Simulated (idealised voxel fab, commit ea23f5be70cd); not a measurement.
A process module follows: voxel spacer lines.
Pictured: cross-section cut, 280 nm wide, on a grid of 5 nm square cells.
For the purposes of this document, a cross-section shall be understood as a grid of square cells, specified as bands listed in top-to-bottom order, each band consisting of one or more rows of cells. Band: top and bottom heights (nm) first, top before bottom; then materials from left to right, widths in nm. "everywhere" marks a sole material filling the band edge to edge. "air" denotes empty space. Ref level 0: as-received wafer is one material below here. Bottom band extends down with no lower bound ("top 0, no bottom"). A width given as "30..40" starts at the first number in the band's top row and ends at the second number in its bottom row, shifting by an equal amount at every step from row to row. "changes: none" -> step changed no cross-section cell. Closed empty spaces (no open way to the top) of 8 cells or more are what "Voids, enclosed" lists, each as width x height at distance from the left edge, nm for all three. Where a step's line continues beyond its settings, the continuation is a remark by the simulator itself on that step. A step line may carry the setting "overlay nm", which, for steps involving a mask, states the distance by which the mask lay to the right of its intended position; negative values denote displacement to the left.
Process steps (planned)
- 1: RECEIVE | material Si
- 2: CONFORMAL_DEP | material Al2O3 | thk nm 10
- 3: DIRECTIONAL_DEP | material W | thk nm 10
- 4: DIRECTIONAL_DEP | material polySi | thk nm 20
- 5: PATTERN | tone cover | mask id MANDREL | material resist | width nm 15 | pitch nm 50 | thk nm 25 | overlay nm 0
- 6: DIRECTIONAL_ETCH | etch materials polySi | depth nm 20
- 7: STRIP | etch materials resist
- 8: CONFORMAL_DEP | material SiO2 | thk nm 10
- 9: DIRECTIONAL_ETCH | etch materials SiO2 | depth nm 10
- 10: STRIP | etch materials polySi
- 11: DIRECTIONAL_ETCH | etch materials W | depth nm 10
- 12: STRIP | etch materials SiO2
- 13: FILL_DEP | material lowk | thk nm 5
- 14: CMP | height nm 20
as received, after step 1
  top 0, no bottom: Si everywhere
  Voids, enclosed: none
The first of the two wafers as seen in cross-section once the module was finished; processing followed the plan
  top 20, bottom 10: lowk: 95 | W: 10 | lowk: 15 | W: 10 | lowk: 15 | W: 10 | lowk: 15 | W: 10 | lowk: 100
  top 10, bottom 0: Al2O3 everywhere
  top 0, no bottom: Si everywhere
  Voids, enclosed: none
End of module, second wafer, cross-section. Started like the first, planned like the first, run with one mistake
  top 20, bottom 10: lowk: 90 | W: 10 | lowk: 25 | W: 10 | lowk: 5 | W: 10 | lowk: 25 | W: 10 | lowk: 95
  top 10, bottom 0: Al2O3 everywhere
  top 0, no bottom: Si everywhere
  Voids, enclosed: none
The plan and the run diverged here: heads up, step 5 didn't go per plan, it actually ran as PATTERN | tone cover | mask id MANDREL | material resist | width nm 25 | pitch nm 50 | thk nm 25 | overlay nm 0
Heads up: at the end the two wafers have identical cell counts per material, they're just laid out differently.
